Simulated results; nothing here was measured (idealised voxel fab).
voxel fin reveal: a process module
In the cross-section labelled cut, the width is 250 nm and each square cell is 5 nm.
The cross-sections in this document take the form of a grid made of square cells. They are written out as bands, in order from top to bottom. Each band consists of one or more rows of cells. Heads up on the band format: heights come first, top then bottom, in nm. After that it's the materials left to right, each with its width in nm. A single material flagged "throughout" fills the whole band edge to edge, and "air" means there's empty space there. Zero point of the height axis is 0; under it, received wafer = one material. Lowest band: continues down indefinitely, "from 0 down". The width entry "30..40" should be interpreted row by row: the top row of cells in the band takes the first number, the bottom row takes the second number, and the change between adjacent rows is uniform throughout. It should be understood that the words "same as before", when stated for a given step, signify that the cross-section underwent no change in any of its cells during that step. Empty spaces without an open route to the top, at least 8 cells in extent, make up the entry "Fully sealed voids"; each is given as width x height at distance, where the distance is measured from the left edge, and all are in nm. Anything after a step's settings on that line? It's the simulator's own note about the step. "overlay nm" answers the question of how far to the right of plan the mask lay on a step that has a mask, and when it is negative the answer is to the left.
### This section lists the process steps that were planned
1. RECEIVE: material Si
2. CONFORMAL_DEP: material SiN, thk nm 5
3. DIRECTIONAL_DEP: material aC, thk nm 15
4. PATTERN: tone cover, mask id FINS, material resist, width nm 15, pitch nm 35, thk nm 35, overlay nm 0
5. DIRECTIONAL_ETCH: etch materials aC, depth nm 15
6. STRIP: etch materials resist
7. DIRECTIONAL_ETCH: etch materials SiN, depth nm 5
8. DIRECTIONAL_ETCH: etch materials Si, depth nm 30
9. STRIP: etch materials aC
10. OXIDIZE: depth nm 5
11. FILL_DEP: material SiO2, thk nm 15
12. CMP: height nm 5
13. SELECTIVE_ETCH: etch materials SiO2, depth nm 15
14. STRIP: etch materials SiN
### as received, after step 1
- from 0 down = Si throughout
- Fully sealed voids: none
### The cross-section shown corresponds to the wafer at the conclusion of the module. The initial structure and the process plan are those presented above; however, one mistake occurred in executing the plan
- from 0 to -10 = Si: 60; air: 25; Si: 10; air: 25; Si: 10; air: 25; Si: 10; air: 25; Si: 60
- from -10 to -35 = Si: 60; SiO2: 25; Si: 10; SiO2: 25; Si: 10; SiO2: 25; Si: 10; SiO2: 25; Si: 60
- from -35 down = Si throughout
- Fully sealed voids: none
Processing error: for step 4, the planned setting was not used; the step was instead run as PATTERN: tone open, mask id FINS, material resist, width nm 15, pitch nm 35, thk nm 35, overlay nm 0
